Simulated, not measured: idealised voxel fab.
This section sets out a process module, namely voxel quadruple lines.
cross-section cut | 215 nm wide | cells 5 nm
The cross-sections in this document take the form of a grid made of square cells. They are written out as bands, in order from top to bottom. Each band consists of one or more rows of cells.
Look at the band entry: it leads with the top's height and the bottom's height in nm. Then it lists the materials left to right, with a width in nm for each. The word "throughout" on a single material says that material fills the band edge to edge. The word "empty" is empty space.
The reference from which all heights are counted is 0, the level beneath which the as-received wafer is entirely one material; the lowest band, having no lower bound, proceeds downward and is written after the example "z 0 and below".
Width spec "30->40" -> top row of cells at first value, bottom row at second value, equal per-row change in between.
The designation "nothing got changed", where it is given for a processing step, indicates that no cell of the cross-section was altered in the course of that step.
The list in "Trapped cavities" covers empty spaces of 8 cells or more that cannot reach the top through any open way, and it gives each as width x height at distance; the distance is from the left edge, and width, height and distance are in nm.
What comes after the settings on a step's line is commentary from the simulator itself on that step.
"overlay nm", when on a step's line for a step with a mask, measures how far to the right of its planned place the mask lay; a negative measure means to the left.

### Process steps - plan
1. RECEIVE | material Si
2. CONFORMAL_DEP | material SiO2 | thk nm 10
3. DIRECTIONAL_DEP | material Ru | thk nm 15
4. DIRECTIONAL_DEP | material polySi | thk nm 15
5. DIRECTIONAL_DEP | material aC | thk nm 25
6. PATTERN | tone cover | mask id MANDREL | material resist | width nm 20 | pitch nm 60 | thk nm 35 | overlay nm 0
7. DIRECTIONAL_ETCH | etch materials aC | depth nm 25
8. STRIP | etch materials resist
9. CONFORMAL_DEP | material SiO2 | thk nm 10
10. DIRECTIONAL_ETCH | etch materials SiO2 | depth nm 10
11. STRIP | etch materials aC
12. DIRECTIONAL_ETCH | etch materials polySi | depth nm 15
13. STRIP | etch materials SiO2
14. CONFORMAL_DEP | material SiCN | thk nm 5
15. DIRECTIONAL_ETCH | etch materials SiCN | depth nm 5
16. STRIP | etch materials polySi
17. DIRECTIONAL_ETCH | etch materials Ru | depth nm 15
18. STRIP | etch materials SiCN
19. FILL_DEP | material lowk | thk nm 10
20. CMP | height nm 25

### So this is the incoming wafer in cross-section - it's already been through step 1
    z 0 and below: Si throughout
    Trapped cavities: none

### End-of-module XS, first of two wafers, run as planned
    z 25 to 10: 50 of lowk; 5 of Ru; 10 of lowk; 5 of Ru; 10 of lowk; 5 of Ru; 10 of lowk; 5 of Ru; 10 of lowk; 5 of Ru; 10 of lowk; 5 of Ru; 10 of lowk; 5 of Ru; 10 of lowk; 5 of Ru; 55 of lowk
    z 10 to 0: SiO2 throughout
    z 0 and below: Si throughout
    Trapped cavities: none

### Cross-section, second wafer: same start as the first, same plan as the first, one mistake in running it; taken at the end of the module
    z 25 to 10: 40 of lowk; 5 of Ru; 10 of lowk; 5 of Ru; 10 of lowk; 5 of Ru; 10 of lowk; 5 of Ru; 10 of lowk; 5 of Ru; 10 of lowk; 5 of Ru; 10 of lowk; 5 of Ru; 10 of lowk; 5 of Ru; 65 of lowk
    z 10 to 0: SiO2 throughout
    z 0 and below: Si throughout
    Trapped cavities: none
Heads up, the wafer didn't run the way we planned it: the process deviated at step 6: the operation and settings actually run there were PATTERN | tone cover | mask id MANDREL | material resist | width nm 20 | pitch nm 60 | thk nm 35 | overlay nm -10
Upon completion, the cell count for each material on the second wafer equals that on the first, whereas the spatial distribution of those cells differs.
